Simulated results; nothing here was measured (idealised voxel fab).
Module name: voxel spacer lines (process module)
Xsec cut, 225 nm wide, square cell size 5 nm.
Cross-sections here: square-cell grids, written as top-down lists of bands, a band being one or more rows of cells. Look at the band entry: it leads with the top's height and the bottom's height in nm. Then it lists the materials left to right, with a width in nm for each. The word "full width" on a single material says that material fills the band edge to edge. The word "blank" is empty space. Heads up on the height convention: 0 is the point under which the incoming wafer is all one material, and the lowest band has no bottom, it just keeps going down, like "0 -> down". The expression "30->40" gives the width at the extremes of the band, the first number at its top row of cells and the second at its bottom row, with the width changing by equal amounts from each row to the next in between. Any step labelled "no alteration" changed none of the cells in the cross-section. In the "Entrapped voids" entry, you get each enclosed empty space of 8 cells or more, one with no open way to the top, written width x height at distance, distance from the left edge, in nm. What comes after the settings on a step's line is commentary from the simulator itself on that step. When a step includes a mask, the "overlay nm" setting on its line states how far to the right of its planned place that mask lay, and negative values state how far to the left.

LISTED BELOW ARE THE PROCESS STEPS AS PLANNED
1 RECEIVE [material Si]
2 CONFORMAL_DEP [material Al2O3] [thk nm 10]
3 DIRECTIONAL_DEP [material polySi] [thk nm 10]
4 DIRECTIONAL_DEP [material aC] [thk nm 25]
5 PATTERN [tone cover] [mask id MANDREL] [material resist] [width nm 25] [pitch nm 70] [thk nm 30] [overlay nm 0]
6 DIRECTIONAL_ETCH [etch materials aC] [depth nm 25]
7 STRIP [etch materials resist]
8 CONFORMAL_DEP [material SiO2] [thk nm 10]
9 DIRECTIONAL_ETCH [etch materials SiO2] [depth nm 10]
10 STRIP [etch materials aC]
11 DIRECTIONAL_ETCH [etch materials polySi] [depth nm 10]
12 STRIP [etch materials SiO2]

AS-RECEIVED STATE OF THE WAFER IN CROSS-SECTION, EQUIVALENT TO POST-STEP 1
    0 -> down: Si full width
    Entrapped voids: none

CROSS-SECTION AT MODULE END, ONE RUN ERROR; START AND PLAN UNCHANGED FROM ABOVE
    15 -> 10: blank 55, then polySi 10, then blank 25, then polySi 10, then blank 25, then polySi 10, then blank 25, then polySi 10, then blank 55
    10 -> 0: Al2O3 full width
    0 -> down: Si full width
    Entrapped voids: none
Which mistake was made when the wafer was run? off-plan run, step 3, actual operation and settings DIRECTIONAL_DEP [material polySi] [thk nm 5]
